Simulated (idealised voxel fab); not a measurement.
Proc. module: voxel local oxidation
Displayed cross-section: cut, width of 295 nm, square cells sized 5 nm.
Cross-section = grid of square cells, listed top down in bands; band = one or more rows. Read a band's entry like this: the first values are the height of its top and the height of its bottom in nm, and what follows is the sequence of materials from left to right, each with its width in nm. Note that "air" is empty space, and that a single material marked "full width" reaches across the band from edge to edge. The reference from which all heights are counted is 0, the level beneath which the as-received wafer is entirely one material; the lowest band, having no lower bound, proceeds downward and is written after the example "0..down". Per-row width for "30->40": begins at first number (top row of band), ends at second number (bottom row), increment between rows held constant. When a step is marked "no modifications", none of the cells in the cross-section changed during that step. Closed empty spaces (no open way to the top) of 8 cells or more are what "Sealed internal voids" lists, each as width x height at distance from the left edge, nm for all three. It should be noted that, on the line of a given step, the content following the step's settings is a remark produced by the simulator itself with respect to that step. The line of a step may include "overlay nm". On a step with a mask, this value is how far to the right of its planned place the mask lay. A negative value means the mask lay to the left.
LIST OF PLANNED PROCESS STEPS
- 1: RECEIVE with material Si
- 2: CONFORMAL_DEP with material SiO2, thk nm 5
- 3: CONFORMAL_DEP with material SiN, thk nm 15
- 4: PATTERN with tone cover, mask id ACTIVE, material resist, width nm 120, thk nm 15, overlay nm 0
- 5: DIRECTIONAL_ETCH with etch materials SiN, depth nm 15
- 6: STRIP with etch materials resist
- 7: SELECTIVE_ETCH with etch materials SiO2, depth nm 5
- 8: OXIDIZE with depth nm 10
- 9: STRIP with etch materials SiN
THE CROSS-SECTION HERE SHOWS THE WAFER AS RECEIVED, I.E. IN ITS STATE AFTER STEP 1
    0..down: Si full width
    Sealed internal voids: none
FIRST WAFER OF TWO, SECTIONED AT END OF MODULE; RUN WENT PER PLAN
    5..0: 90 nm air, 110 nm SiO2, 95 nm air
    0..-10: 100 nm SiO2, 90 nm Si, 105 nm SiO2
    -10..down: Si full width
    Sealed internal voids: none
WAFER TWO (OF TWO), END-OF-MODULE CROSS-SECTION: START = WAFER ONE, PLAN = WAFER ONE, ONE RUN MISTAKE
    5..0: 85 nm air, 110 nm SiO2, 100 nm air
    0..-10: 95 nm SiO2, 90 nm Si, 110 nm SiO2
    -10..down: Si full width
    Sealed internal voids: none
Want to know what went wrong? it should be noted that step 4 was executed with settings other than those planned, the operation and settings actually applied being PATTERN with tone cover, mask id ACTIVE, material resist, width nm 120, thk nm 15, overlay nm -5
Comparing end states, the material composition by cell count is preserved from the first wafer to the second, while the locations of the cells are not.
